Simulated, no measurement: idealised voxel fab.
A process module follows: voxel trench capacitor.
In the cross-section labelled cut, the width is 210 nm and each square cell is 5 nm.
Each cross-section below is a grid of square cells, stated as bands in top-down order, with one or more rows of cells making up each band. For a band, the entry starts with two heights in nm, that of the top and then that of the bottom, and carries on with the band's materials in order from left to right, each alongside its width in nm; the word "throughout" beside a single material means it fills the band edge to edge, and "empty" means empty space. Height 0 is the level under which the wafer as received is all one material. The lowest band goes on downwards, as in "z 0 and below". Quick explanation for "30..40": the width changes in equal steps down the rows of cells, from the first number in the band's top row to the second number in its bottom row. Take "stayed the same" at face value: in the step it is given for, the cross-section changed in none of its cells. Empty spaces without an open route to the top, at least 8 cells in extent, make up the entry "Fully enclosed voids"; each is given as width x height at distance, where the distance is measured from the left edge, and all are in nm. On each step's line, the part that comes after the settings is the simulator's own comment on the step. overlay nm: step with mask; distance mask lay right of planned place; negative value = left of planned place.

Process steps foreseen in the plan
1. op RECEIVE | material Si
2. op CONFORMAL_DEP | material SiN | thk nm 10
3. op DIRECTIONAL_DEP | material aC | thk nm 10
4. op PATTERN | tone open | mask id TRENCH | material resist | width nm 15 | pitch nm 30 | thk nm 30 | overlay nm 0
5. op DIRECTIONAL_ETCH | etch materials aC | depth nm 10
6. op STRIP | etch materials resist
7. op DIRECTIONAL_ETCH | etch materials SiN | depth nm 10
8. op DIRECTIONAL_ETCH | etch materials Si | depth nm 30
9. op STRIP | etch materials aC
10. op CONFORMAL_DEP | material SiO2 | thk nm 5
11. op FILL_DEP | material polySi | thk nm 10
12. op CMP | height nm 10

First out of two wafers; run went to plan

Wafer at receipt (post step 1), cross-section
    z 0 and below  Si throughout
    Fully enclosed voids: none

Step 2 complete: cross-section through the wafer
    z 10 to 0  SiN throughout
    All layers under 0 are left as they were.

Step 3 complete: cross-section through the wafer
    z 20 to 10  aC throughout
    All layers under 10 are left as they were.

Step 4 complete: cross-section through the wafer
    z 50 to 20  65 resist; 15 empty; 15 resist; 15 empty; 15 resist; 15 empty; 70 resist
    All layers under 20 are left as they were.

Step 5 complete: cross-section through the wafer
    z 40 to 20  65 resist; 15 empty; 15 resist; 15 empty; 15 resist; 15 empty; 70 resist
    z 20 to 10  65 aC; 15 empty; 15 aC; 15 empty; 15 aC; 15 empty; 70 aC
    All layers under 10 are left as they were.

Step 6 complete: cross-section through the wafer
    z 20 to 10  65 aC; 15 empty; 15 aC; 15 empty; 15 aC; 15 empty; 70 aC
    All layers under 10 are left as they were.

Step 7 complete: cross-section through the wafer
    z 20 to 10  65 aC; 15 empty; 15 aC; 15 empty; 15 aC; 15 empty; 70 aC
    z 10 to 0  65 SiN; 15 empty; 15 SiN; 15 empty; 15 SiN; 15 empty; 70 SiN
    All layers under 0 are left as they were.

Step 8 complete: cross-section through the wafer
    z 20 to 10  65 aC; 15 empty; 15 aC; 15 empty; 15 aC; 15 empty; 70 aC
    z 10 to 0  65 SiN; 15 empty; 15 SiN; 15 empty; 15 SiN; 15 empty; 70 SiN
    z 0 to -30  65 Si; 15 empty; 15 Si; 15 empty; 15 Si; 15 empty; 70 Si
    All layers under -30 are left as they were.

Step 9 complete: cross-section through the wafer
    z 10 to 0  65 SiN; 15 empty; 15 SiN; 15 empty; 15 SiN; 15 empty; 70 SiN
    All layers under 0 are left as they were.

Step 10 complete: cross-section through the wafer
    z 15 to 10  70 SiO2; 5 empty; 25 SiO2; 5 empty; 25 SiO2; 5 empty; 75 SiO2
    z 10 to 0  65 SiN; 5 SiO2; 5 empty; 5 SiO2; 15 SiN; 5 SiO2; 5 empty; 5 SiO2; 15 SiN; 5 SiO2; 5 empty; 5 SiO2; 70 SiN
    z 0 to -25  65 Si; 5 SiO2; 5 empty; 5 SiO2; 15 Si; 5 SiO2; 5 empty; 5 SiO2; 15 Si; 5 SiO2; 5 empty; 5 SiO2; 70 Si
    z -25 to -30  65 Si; 15 SiO2; 15 Si; 15 SiO2; 15 Si; 15 SiO2; 70 Si
    All layers under -30 are left as they were.

Step 11 complete: cross-section through the wafer
    z 25 to 15  polySi throughout
    z 15 to 10  70 SiO2; 5 polySi; 25 SiO2; 5 polySi; 25 SiO2; 5 polySi; 75 SiO2
    z 10 to 0  65 SiN; 5 SiO2; 5 polySi; 5 SiO2; 15 SiN; 5 SiO2; 5 polySi; 5 SiO2; 15 SiN; 5 SiO2; 5 polySi; 5 SiO2; 70 SiN
    z 0 to -25  65 Si; 5 SiO2; 5 polySi; 5 SiO2; 15 Si; 5 SiO2; 5 polySi; 5 SiO2; 15 Si; 5 SiO2; 5 polySi; 5 SiO2; 70 Si
    All layers under -25 are left as they were.

Step 12 complete: cross-section through the wafer
    z 10 to 0  65 SiN; 5 SiO2; 5 polySi; 5 SiO2; 15 SiN; 5 SiO2; 5 polySi; 5 SiO2; 15 SiN; 5 SiO2; 5 polySi; 5 SiO2; 70 SiN
    All layers under 0 are left as they were.

Notes, second wafer: start = first wafer's, plan = first wafer's, execution had one mistake; history identical to first through step 5

Cross-section of the second wafer corresponding to the planned conclusion of step 6
    z 40 to 20  65 resist; 15 empty; 15 resist; 15 empty; 15 resist; 15 empty; 70 resist
    z 20 to 10  65 aC; 15 empty; 15 aC; 15 empty; 15 aC; 15 empty; 70 aC
    z 10 to 0  65 SiN; 15 empty; 15 SiN; 15 empty; 15 SiN; 15 empty; 70 SiN
    All layers under 0 are left as they were.

Cross-section of the second wafer corresponding to the planned conclusion of step 7
    z 20 to 10  65 aC; 15 empty; 15 aC; 15 empty; 15 aC; 15 empty; 70 aC
    All layers under 10 are left as they were.

Cross-section of the second wafer corresponding to the planned conclusion of step 8
    z 20 to 10  65 aC; 15 empty; 15 aC; 15 empty; 15 aC; 15 empty; 70 aC
    z 10 to 0  65 SiN; 15 empty; 15 SiN; 15 empty; 15 SiN; 15 empty; 70 SiN
    z 0 to -30  65 Si; 15 empty; 15 Si; 15 empty; 15 Si; 15 empty; 70 Si
    All layers under -30 are left as they were.

Cross-section of the second wafer corresponding to the planned conclusion of step 9
    z 10 to 0  65 SiN; 15 empty; 15 SiN; 15 empty; 15 SiN; 15 empty; 70 SiN
    All layers under 0 are left as they were.

Cross-section of the second wafer corresponding to the planned conclusion of step 10
    z 15 to 10  70 SiO2; 5 empty; 25 SiO2; 5 empty; 25 SiO2; 5 empty; 75 SiO2
    z 10 to 0  65 SiN; 5 SiO2; 5 empty; 5 SiO2; 15 SiN; 5 SiO2; 5 empty; 5 SiO2; 15 SiN; 5 SiO2; 5 empty; 5 SiO2; 70 SiN
    z 0 to -25  65 Si; 5 SiO2; 5 empty; 5 SiO2; 15 Si; 5 SiO2; 5 empty; 5 SiO2; 15 Si; 5 SiO2; 5 empty; 5 SiO2; 70 Si
    z -25 to -30  65 Si; 15 SiO2; 15 Si; 15 SiO2; 15 Si; 15 SiO2; 70 Si
    All layers under -30 are left as they were.

Cross-section of the second wafer corresponding to the planned conclusion of step 11
    z 25 to 15  polySi throughout
    z 15 to 10  70 SiO2; 5 polySi; 25 SiO2; 5 polySi; 25 SiO2; 5 polySi; 75 SiO2
    z 10 to 0  65 SiN; 5 SiO2; 5 polySi; 5 SiO2; 15 SiN; 5 SiO2; 5 polySi; 5 SiO2; 15 SiN; 5 SiO2; 5 polySi; 5 SiO2; 70 SiN
    z 0 to -25  65 Si; 5 SiO2; 5 polySi; 5 SiO2; 15 Si; 5 SiO2; 5 polySi; 5 SiO2; 15 Si; 5 SiO2; 5 polySi; 5 SiO2; 70 Si
    All layers under -25 are left as they were.

Cross-section of the second wafer corresponding to the planned conclusion of step 12
    z 10 to 0  65 SiN; 5 SiO2; 5 polySi; 5 SiO2; 15 SiN; 5 SiO2; 5 polySi; 5 SiO2; 15 SiN; 5 SiO2; 5 polySi; 5 SiO2; 70 SiN
    All layers under 0 are left as they were.
Heads up, the wafer didn't run the way we planned it: order of steps 6 and 7 inverted relative to the plan
Upon completion, the cross-sectional profiles of the two wafers are identical; consequently, the error exerts no influence on the quantities computed by this model.
